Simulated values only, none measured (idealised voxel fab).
The process module that follows is named voxel lift off.
This is section cut - it's 165 nm across, gridded in 5 nm square cells.
Each cross-section below is a grid of square cells, stated as bands in top-down order, with one or more rows of cells making up each band. Heads up on the band format: heights come first, top then bottom, in nm. After that it's the materials left to right, each with its width in nm. A single material flagged "all across" fills the whole band edge to edge, and "air" means there's empty space there. Counting heights begins at 0, where everything beneath is, in the wafer as received, one material. The lowest band has no bottom; it goes on downwards, as "from 0 down" shows. Graded width ("30->40"): value in top row of band = first number; value in bottom row = second number; row-to-row change constant. Where the words "same as before" appear for a step, the cross-section shows no cell changed by that step; every cell remained as before. Look at "Sealed internal cavities" for the closed voids: empty spaces with no open path to the top, sized 8 cells or up. Each is width x height at distance, distance from the left edge, all nm. If you see something after the settings on a step's line, that's the simulator's own remark about that step. "overlay nm" on a masked step: distance the mask lay right of its planned place, negative for left.

[The steps planned for the process are as follows]
1,op RECEIVE | material Si
2,op CONFORMAL_DEP | material SiO2 | thk nm 15
3,op PATTERN | tone open | mask id LINES | material resist | width nm 20 | pitch nm 35 | thk nm 25 | overlay nm 0
4,op DIRECTIONAL_DEP | material Ru | thk nm 15
5,op STRIP | etch materials resist
6,op CONFORMAL_DEP | material SiN | thk nm 10

[This is the cross-section of the wafer as we received it, i.e. after step 1]
from 0 down: Si all across
Sealed internal cavities: none

[Here's the cross-section of the first of our two wafers at the end of the module - it ran as planned]
from 40 to 30: air (25) / SiN (110) / air (30)
from 30 to 25: air (25) / SiN (10) / Ru (20) / SiN (15) / Ru (20) / SiN (15) / Ru (20) / SiN (10) / air (30)
from 25 to 15: SiN (35) / Ru (20) / SiN (15) / Ru (20) / SiN (15) / Ru (20) / SiN (40)
from 15 to 0: SiO2 all across
from 0 down: Si all across
Sealed internal cavities: none

[Module end: cross-section of wafer two of two. Same start and process plan as the first wafer. One mistake during execution]
from 40 to 30: air (30) / SiN (105) / air (30)
from 30 to 25: air (30) / SiN (10) / Ru (15) / SiN (20) / Ru (15) / SiN (20) / Ru (15) / SiN (10) / air (30)
from 25 to 15: SiN (40) / Ru (15) / SiN (20) / Ru (15) / SiN (20) / Ru (15) / SiN (40)
from 15 to 0: SiO2 all across
from 0 down: Si all across
Sealed internal cavities: none
In executing the process, a mistake was made relative to the plan: heads up, step 3 didn't go per plan, it actually ran as op PATTERN | tone open | mask id LINES | material resist | width nm 15 | pitch nm 35 | thk nm 25 | overlay nm 0
Final wafer comparison in cells, second versus first, more or fewer per material: Ru -9, SiN +6
